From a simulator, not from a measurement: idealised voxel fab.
The following process module bears the name voxel local oxidation.
The width of the displayed cross-section, cut, is 165 nm; its cells are square, with a size of 5 nm.
Cross-sections here: square-cell grids, written as top-down lists of bands, a band being one or more rows of cells. Within each band entry, the heights of the top and of the bottom of the band appear first, in that order and in nm; the materials of the band then follow from left to right, each with its corresponding width in nm. The designation "everywhere" on a single material indicates that it fills the band from edge to edge; the designation "air" indicates empty space. Heights from 0 (as-received wafer is one material below). Bottom band endless downward, as "0 and below". When a width is written as two numbers, as in "30->40", the first number is the width in the top row of cells of the band and the second is the width in its bottom row, and the width changes by the same amount from each row to the next. The cross-section has no changed cell in any step marked "remained the same". In the "Non-vented voids" entry, you get each enclosed empty space of 8 cells or more, one with no open way to the top, written width x height at distance, distance from the left edge, in nm. Text after the settings on a step's line: the simulator's own remark on that step. The "overlay nm" setting may appear on a step's line; for a step that uses a mask, it gives how far to the right of its planned position the mask lay, and a negative value indicates the left.

# Intended process steps
1,RECEIVE with material Si
2,OXIDIZE with depth nm 5
3,CONFORMAL_DEP with material SiN, thk nm 15
4,PATTERN with tone cover, mask id ACTIVE, material resist, width nm 105, thk nm 15, overlay nm 0
5,DIRECTIONAL_ETCH with etch materials SiN, depth nm 15
6,STRIP with etch materials resist
7,SELECTIVE_ETCH with etch materials SiO2, depth nm 5
8,OXIDIZE with depth nm 15
9,STRIP with etch materials SiN

# Cross-section: wafer on arrival = after step 1
> 0 and below: Si everywhere
> Non-vented voids: none

# Here's the wafer cut in cross-section after the module, started and planned just like above, except one thing was done wrong in the run
> 0 down to -5: air 35 nm  SiO2 100 nm  air 30 nm
> -5 down to -20: SiO2 50 nm  Si 70 nm  SiO2 45 nm
> -20 and below: Si everywhere
> Non-vented voids: none
Run error: step 4 went in with a setting other than planned; the actual run was PATTERN with tone cover, mask id ACTIVE, material resist, width nm 110, thk nm 15, overlay nm 0
